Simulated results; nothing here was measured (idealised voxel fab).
The document below concerns the process module designated voxel air gaps.
Cross-sectional view cut (width: 300 nm; square cell size: 5 nm).
A cross-section in this document is a grid of square cells, and it is written down as bands, the top band listed before the ones below it; a band is made up of one or more rows of cells. Band entry format. Leading values: height of top, height of bottom, nm. Remainder: materials in left-to-right order, each with its width in nm. Special words: "full width" on a single material, which then fills the band edge to edge; "empty", empty space. Convention: height 0 is the level below which the wafer, as received, is all one material. The lowest band does not terminate at the bottom but continues downward, represented as "z 0 and below". Quick explanation for "30 to 40": the width changes in equal steps down the rows of cells, from the first number in the band's top row to the second number in its bottom row. Take "nothing altered" at face value: in the step it is given for, the cross-section changed in none of its cells. Entry "Sealed cavities". Content: empty spaces with no open connection to the top, size 8 cells or greater. Each: width x height at distance. Distance: from left edge. Unit: nm. It should be noted that, on the line of a given step, the content following the step's settings is a remark produced by the simulator itself with respect to that step. "overlay nm", when on a step's line for a step with a mask, measures how far to the right of its planned place the mask lay; a negative measure means to the left.

# Process steps foreseen in the plan
1: RECEIVE,material Si
2: CONFORMAL_DEP,material SiO2,thk nm 10
3: CONFORMAL_DEP,material SiCN,thk nm 5
4: DIRECTIONAL_DEP,material SiO2,thk nm 40
5: MASKED_ETCH,tone open,mask id LINES,width nm 25,pitch nm 50,etch materials SiO2,depth nm 40,overlay nm 0
6: CONFORMAL_DEP,material TiN,thk nm 5
7: FILL_DEP,material Ru,thk nm 10
8: CMP,height nm 55
9: EPI,material Ru,thk nm 10
10: SELECTIVE_ETCH,etch materials SiO2,depth nm 50
11: CONFORMAL_DEP,material SiCN,thk nm 5

# Wafer at receipt (post step 1), cross-section
> z 0 and below | Si full width
> Sealed cavities: none

# Cross-sectional view of the first of the two wafers upon completion of the module, processed in accordance with the plan
> z 70 to 65 | empty 70 / SiCN 155 / empty 75
> z 65 to 55 | empty 70 / SiCN 5 / Ru 45 / SiCN 5 / Ru 45 / SiCN 5 / Ru 45 / SiCN 5 / empty 75
> z 55 to 50 | empty 70 / SiCN 15 / TiN 5 / Ru 15 / TiN 5 / SiCN 25 / TiN 5 / Ru 15 / TiN 5 / SiCN 25 / TiN 5 / Ru 15 / TiN 5 / SiCN 15 / empty 75
> z 50 to 20 | empty 80 / SiCN 5 / TiN 5 / Ru 15 / TiN 5 / SiCN 5 / empty 15 / SiCN 5 / TiN 5 / Ru 15 / TiN 5 / SiCN 5 / empty 15 / SiCN 5 / TiN 5 / Ru 15 / TiN 5 / SiCN 5 / empty 85
> z 20 to 15 | SiCN 85 / TiN 25 / SiCN 25 / TiN 25 / SiCN 25 / TiN 25 / SiCN 90
> z 15 to 10 | SiCN full width
> z 10 to 0 | SiO2 full width
> z 0 and below | Si full width
> Sealed cavities: 15 x 30 at 115; 15 x 30 at 165

# Cross-section of the latter of the two wafers at module completion. It had an identical start and an identical plan to the former; in running it, one mistake was made
> z 70 to 65 | SiCN full width
> z 65 to 55 | Ru 95 / SiCN 5 / Ru 45 / SiCN 5 / Ru 45 / SiCN 5 / Ru 100
> z 55 to 50 | Ru 80 / TiN 5 / SiCN 25 / TiN 5 / Ru 15 / TiN 5 / SiCN 25 / TiN 5 / Ru 15 / TiN 5 / SiCN 25 / TiN 5 / Ru 85
> z 50 to 20 | Ru 80 / TiN 5 / SiCN 5 / empty 15 / SiCN 5 / TiN 5 / Ru 15 / TiN 5 / SiCN 5 / empty 15 / SiCN 5 / TiN 5 / Ru 15 / TiN 5 / SiCN 5 / empty 15 / SiCN 5 / TiN 5 / Ru 85
> z 20 to 15 | TiN 85 / SiCN 25 / TiN 25 / SiCN 25 / TiN 25 / SiCN 25 / TiN 90
> z 15 to 10 | SiCN full width
> z 10 to 0 | SiO2 full width
> z 0 and below | Si full width
> Sealed cavities: 15 x 30 at 90; 15 x 30 at 140; 15 x 30 at 190
Deviation noted in wafer processing: step 5 ran as: MASKED_ETCH,tone cover,mask id LINES,width nm 25,pitch nm 50,etch materials SiO2,depth nm 40,overlay nm 0
Final difference in cells, second wafer against first, listed per material as more or fewer: Ru +270, SiCN -4, TiN +30
Heads up: the first wafer ends with 2 closed voids, the second with 3.
